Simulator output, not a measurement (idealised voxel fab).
The name of this process module is voxel trench capacitor.
Xsec cut, 225 nm wide, square cell size 5 nm.
Each cross-section below is a grid of square cells, stated as bands in top-down order, with one or more rows of cells making up each band. Basically the band line says how high the top is and how high the bottom is, in nm, and then what's in it from left to right, every material with its width in nm. Empty space shows up as "air", and if a single material carries "everywhere" it runs the full band edge to edge. Where do heights start? At 0: under that level the wafer as delivered is made of one material only. And the lowest band has no floor; it just carries on downward, as in "z 0 and below". You'd read "30..40" like this: the band's top row of cells is as wide as the first number, its bottom row is as wide as the second, and going down, every row changes width by the same amount as the row before did. A step reported as "no change occurred" is a step in which no cell of the cross-section changed. The list in "Enclosed void listing" covers empty spaces of 8 cells or more that cannot reach the top through any open way, and it gives each as width x height at distance; the distance is from the left edge, and width, height and distance are in nm. after a step's settings: what the simulator itself notes on the step. Steps that use a mask can have "overlay nm" on their line. It says how far the mask sat to the right of where it was meant to be. Negative means to the left.

# Steps planned for the process
step 1: RECEIVE with material Si
step 2: CONFORMAL_DEP with material SiN, thk nm 5
step 3: DIRECTIONAL_DEP with material aC, thk nm 10
step 4: PATTERN with tone open, mask id TRENCH, material resist, width nm 15, pitch nm 45, thk nm 25, overlay nm 0
step 5: DIRECTIONAL_ETCH with etch materials aC, depth nm 10
step 6: STRIP with etch materials resist
step 7: DIRECTIONAL_ETCH with etch materials SiN, depth nm 5
step 8: DIRECTIONAL_ETCH with etch materials Si, depth nm 30
step 9: STRIP with etch materials aC
step 10: CONFORMAL_DEP with material Al2O3, thk nm 5
step 11: FILL_DEP with material polySi, thk nm 10
step 12: CMP with height nm 5

# Account of the first of two wafers, which was processed as intended

# Wafer at receipt (post step 1), cross-section
* z 0 and below: Si everywhere
* Enclosed void listing: none

# The following cross-section depicts the wafer upon completion of step 2
* z 5 to 0: SiN everywhere
* Lower than 0, everything is as it was.

# The following cross-section depicts the wafer upon completion of step 3
* z 15 to 5: aC everywhere
* Lower than 5, everything is as it was.

# The following cross-section depicts the wafer upon completion of step 4
* z 40 to 15: resist=80 / air=15 / resist=30 / air=15 / resist=85
* Lower than 15, everything is as it was.

# The following cross-section depicts the wafer upon completion of step 5
* z 30 to 15: resist=80 / air=15 / resist=30 / air=15 / resist=85
* z 15 to 5: aC=80 / air=15 / aC=30 / air=15 / aC=85
* Lower than 5, everything is as it was.

# The following cross-section depicts the wafer upon completion of step 6
* z 15 to 5: aC=80 / air=15 / aC=30 / air=15 / aC=85
* Lower than 5, everything is as it was.

# The following cross-section depicts the wafer upon completion of step 7
* z 15 to 5: aC=80 / air=15 / aC=30 / air=15 / aC=85
* z 5 to 0: SiN=80 / air=15 / SiN=30 / air=15 / SiN=85
* Lower than 0, everything is as it was.

# The following cross-section depicts the wafer upon completion of step 8
* z 15 to 5: aC=80 / air=15 / aC=30 / air=15 / aC=85
* z 5 to 0: SiN=80 / air=15 / SiN=30 / air=15 / SiN=85
* z 0 to -30: Si=80 / air=15 / Si=30 / air=15 / Si=85
* Lower than -30, everything is as it was.

# The following cross-section depicts the wafer upon completion of step 9
* z 5 to 0: SiN=80 / air=15 / SiN=30 / air=15 / SiN=85
* Lower than 0, everything is as it was.

# The following cross-section depicts the wafer upon completion of step 10
* z 10 to 5: Al2O3=85 / air=5 / Al2O3=40 / air=5 / Al2O3=90
* z 5 to 0: SiN=80 / Al2O3=5 / air=5 / Al2O3=5 / SiN=30 / Al2O3=5 / air=5 / Al2O3=5 / SiN=85
* z 0 to -25: Si=80 / Al2O3=5 / air=5 / Al2O3=5 / Si=30 / Al2O3=5 / air=5 / Al2O3=5 / Si=85
* z -25 to -30: Si=80 / Al2O3=15 / Si=30 / Al2O3=15 / Si=85
* Lower than -30, everything is as it was.

# The following cross-section depicts the wafer upon completion of step 11
* z 20 to 10: polySi everywhere
* z 10 to 5: Al2O3=85 / polySi=5 / Al2O3=40 / polySi=5 / Al2O3=90
* z 5 to 0: SiN=80 / Al2O3=5 / polySi=5 / Al2O3=5 / SiN=30 / Al2O3=5 / polySi=5 / Al2O3=5 / SiN=85
* z 0 to -25: Si=80 / Al2O3=5 / polySi=5 / Al2O3=5 / Si=30 / Al2O3=5 / polySi=5 / Al2O3=5 / Si=85
* Lower than -25, everything is as it was.

# The following cross-section depicts the wafer upon completion of step 12
* z 5 to 0: SiN=80 / Al2O3=5 / polySi=5 / Al2O3=5 / SiN=30 / Al2O3=5 / polySi=5 / Al2O3=5 / SiN=85
* Lower than 0, everything is as it was.

# Okay, second wafer. Nothing different at the start, nothing different in the plan, just one mistake somewhere in the running. As far as step 5, counting that step, it's the first wafer all over again

# Second wafer: cross-section at the scheduled end of step 6
* z 30 to 15: resist=80 / air=15 / resist=30 / air=15 / resist=85
* z 15 to 5: aC=80 / air=15 / aC=30 / air=15 / aC=85
* z 5 to 0: SiN=80 / air=15 / SiN=30 / air=15 / SiN=85
* Lower than 0, everything is as it was.

# Second wafer: cross-section at the scheduled end of step 7
* z 15 to 5: aC=80 / air=15 / aC=30 / air=15 / aC=85
* Lower than 5, everything is as it was.

# Second wafer: cross-section at the scheduled end of step 8
* z 15 to 5: aC=80 / air=15 / aC=30 / air=15 / aC=85
* z 5 to 0: SiN=80 / air=15 / SiN=30 / air=15 / SiN=85
* z 0 to -30: Si=80 / air=15 / Si=30 / air=15 / Si=85
* Lower than -30, everything is as it was.

# Second wafer: cross-section at the scheduled end of step 9
* z 5 to 0: SiN=80 / air=15 / SiN=30 / air=15 / SiN=85
* Lower than 0, everything is as it was.

# Second wafer: cross-section at the scheduled end of step 10
* z 10 to 5: Al2O3=85 / air=5 / Al2O3=40 / air=5 / Al2O3=90
* z 5 to 0: SiN=80 / Al2O3=5 / air=5 / Al2O3=5 / SiN=30 / Al2O3=5 / air=5 / Al2O3=5 / SiN=85
* z 0 to -25: Si=80 / Al2O3=5 / air=5 / Al2O3=5 / Si=30 / Al2O3=5 / air=5 / Al2O3=5 / Si=85
* z -25 to -30: Si=80 / Al2O3=15 / Si=30 / Al2O3=15 / Si=85
* Lower than -30, everything is as it was.

# Second wafer: cross-section at the scheduled end of step 11
* z 20 to 10: polySi everywhere
* z 10 to 5: Al2O3=85 / polySi=5 / Al2O3=40 / polySi=5 / Al2O3=90
* z 5 to 0: SiN=80 / Al2O3=5 / polySi=5 / Al2O3=5 / SiN=30 / Al2O3=5 / polySi=5 / Al2O3=5 / SiN=85
* z 0 to -25: Si=80 / Al2O3=5 / polySi=5 / Al2O3=5 / Si=30 / Al2O3=5 / polySi=5 / Al2O3=5 / Si=85
* Lower than -25, everything is as it was.

# Second wafer: cross-section at the scheduled end of step 12
* z 5 to 0: SiN=80 / Al2O3=5 / polySi=5 / Al2O3=5 / SiN=30 / Al2O3=5 / polySi=5 / Al2O3=5 / SiN=85
* Lower than 0, everything is as it was.
Deviation from plan: steps 6 and 7 of the plan were each performed in the slot designated for the other
Since the two wafers finish with cross-sections that are the same, nothing this model computes is changed by the mistake.
